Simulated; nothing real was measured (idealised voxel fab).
The name of this process module is voxel self aligned vias.
Section cut is 215 nm wide and gridded with 5 nm square cells.
When this document writes out a cross-section, it uses a grid of square cells and lists it as bands, beginning at the top and moving down, with a band standing for one or more rows of cells.
Heads up on the band format: heights come first, top then bottom, in nm. After that it's the materials left to right, each with its width in nm. A single material flagged "throughout" fills the whole band edge to edge, and "air" means there's empty space there.
All heights in this document are referenced to 0, defined as the level beneath which the wafer, as received, consists entirely of one material. The lowest band is not bounded below; it extends indefinitely downward and is written in the form "0 down".
Top row gets the first number, bottom row gets the second, and each row in between changes by the same step: that is how a band width like "30->40" works.
"left unchanged", as given for a step, is the statement that not any cell of the cross-section underwent a change during that step.
You'll see "Catalogued sealed voids" listing empty spaces that have no way open to the top, as long as they're 8 cells or more; the notation is width x height at distance, where the distance is from the left edge, and all of it is in nm.
Whatever follows a step's settings on its line is a remark the simulator itself makes about that step.
When a step includes a mask, the "overlay nm" setting on its line states how far to the right of its planned place that mask lay, and negative values state how far to the left.
### Set out below are the planned steps of the process
- 1: RECEIVE, material Si
- 2: CONFORMAL_DEP, material SiO2, thk nm 10
- 3: CONFORMAL_DEP, material SiCN, thk nm 5
- 4: DIRECTIONAL_DEP, material lowk, thk nm 25
- 5: PATTERN, tone open, mask id LINES, material resist, width nm 25, pitch nm 55, thk nm 20, overlay nm 0
- 6: DIRECTIONAL_ETCH, etch materials lowk, depth nm 25
- 7: STRIP, etch materials resist
- 8: CONFORMAL_DEP, material TiN, thk nm 5
- 9: FILL_DEP, material W, thk nm 10
- 10: CMP, height nm 40
- 11: SELECTIVE_ETCH, etch materials W Ru TiN, depth nm 5
- 12: FILL_DEP, material SiN, thk nm 5
- 13: CMP, height nm 40
- 14: DIRECTIONAL_DEP, material lowk, thk nm 20
- 15: MASKED_ETCH, tone open, mask id VIAS, width nm 35, pitch nm 110, etch materials lowk, depth nm 20, overlay nm 0
- 16: MASKED_ETCH, tone open, mask id VIAS, width nm 35, pitch nm 110, etch materials SiN, depth nm 5, overlay nm 0
- 17: CONFORMAL_DEP, material TiN, thk nm 5
- 18: FILL_DEP, material W, thk nm 10
- 19: CMP, height nm 60
- 20: CONFORMAL_DEP, material SiN, thk nm 5
### So this is the incoming wafer in cross-section - it's already been through step 1
  0 down | Si throughout
  Catalogued sealed voids: none
### The following cross-section depicts the wafer upon conclusion of the module. Processing commenced from the starting condition illustrated above and adhered to the plan illustrated above, save for one mistake in execution
  65 to 60 | SiN throughout
  60 to 45 | lowk 35, TiN 5, W 25, TiN 5, lowk 75, TiN 5, W 25, TiN 5, lowk 35
  45 to 40 | lowk 35, TiN 5, W 15, TiN 15, lowk 75, TiN 5, W 15, TiN 15, lowk 35
  40 to 35 | lowk 35, TiN 25, lowk 30, SiN 25, lowk 30, TiN 25, lowk 45
  35 to 20 | lowk 35, TiN 5, W 15, TiN 5, lowk 30, TiN 5, W 15, TiN 5, lowk 30, TiN 5, W 15, TiN 5, lowk 45
  20 to 15 | lowk 35, TiN 25, lowk 30, TiN 25, lowk 30, TiN 25, lowk 45
  15 to 10 | SiCN throughout
  10 to 0 | SiO2 throughout
  0 down | Si throughout
  Catalogued sealed voids: none
Want to know what went wrong? it should be noted that step 5 was executed with settings other than those planned, the operation and settings actually applied being PATTERN, tone open, mask id LINES, material resist, width nm 25, pitch nm 55, thk nm 20, overlay nm -5
